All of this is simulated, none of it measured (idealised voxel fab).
This is a process module. Its name is voxel tone inversion.
Section cut is 210 nm wide and gridded with 5 nm square cells.
A cross-section is written here as square cells arranged in a grid, and it is given in bands from the top down, each band taking up one or more rows of cells.
A band entry consists of two parts. The first gives the height of the band's top and the height of its bottom, in nm. The rest lists the band's materials from left to right, each with its width in nm. A single material labelled with the word "edge to edge" fills the band from edge to edge, and the word "air" marks empty space.
Zero point of the height axis is 0; under it, received wafer = one material. Lowest band: continues down indefinitely, "0..down".
You'd read "30..40" like this: the band's top row of cells is as wide as the first number, its bottom row is as wide as the second, and going down, every row changes width by the same amount as the row before did.
The designation "nothing got changed", where it is given for a processing step, indicates that no cell of the cross-section was altered in the course of that step.
Look at "Completely enclosed voids" for the closed voids: empty spaces with no open path to the top, sized 8 cells or up. Each is width x height at distance, distance from the left edge, all nm.
Whatever follows a step's settings on its line is a remark the simulator itself makes about that step.
You can add "overlay nm" to a step's line. For a step with a mask, it describes how far the mask lay to the right of its planned position, and a negative number describes a lay to the left.

## Set out below are the planned steps of the process
1 RECEIVE [material Si]
2 CONFORMAL_DEP [material SiN] [thk nm 10]
3 DIRECTIONAL_DEP [material aC] [thk nm 25]
4 PATTERN [tone cover] [mask id POSTS] [material resist] [width nm 20] [pitch nm 40] [thk nm 30] [overlay nm 0]
5 DIRECTIONAL_ETCH [etch materials aC] [depth nm 25]
6 STRIP [etch materials resist]
7 FILL_DEP [material lowk] [thk nm 10]
8 CMP [height nm 35]
9 STRIP [etch materials aC]
10 CONFORMAL_DEP [material TiN] [thk nm 5]
11 FILL_DEP [material W] [thk nm 5]
12 CMP [height nm 35]
13 CONFORMAL_DEP [material SiCN] [thk nm 5]

## Delivered wafer in cross-section: state after step 1
	0..down  Si edge to edge
	Completely enclosed voids: none

## Below is the wafer in cross-section after the module was completed. It began from the starting point shown above and followed the plan shown above, except that one mistake was made while running it
	40..35  SiCN edge to edge
	35..15  lowk 65 nm | TiN 5 nm | W 10 nm | TiN 5 nm | lowk 20 nm | TiN 5 nm | W 10 nm | TiN 5 nm | lowk 85 nm
	15..10  lowk 65 nm | TiN 20 nm | lowk 20 nm | TiN 20 nm | lowk 85 nm
	10..0  SiN edge to edge
	0..down  Si edge to edge
	Completely enclosed voids: none
Run error: step 4 changed vs plan, executed as PATTERN [tone cover] [mask id POSTS] [material resist] [width nm 20] [pitch nm 40] [thk nm 30] [overlay nm -10]
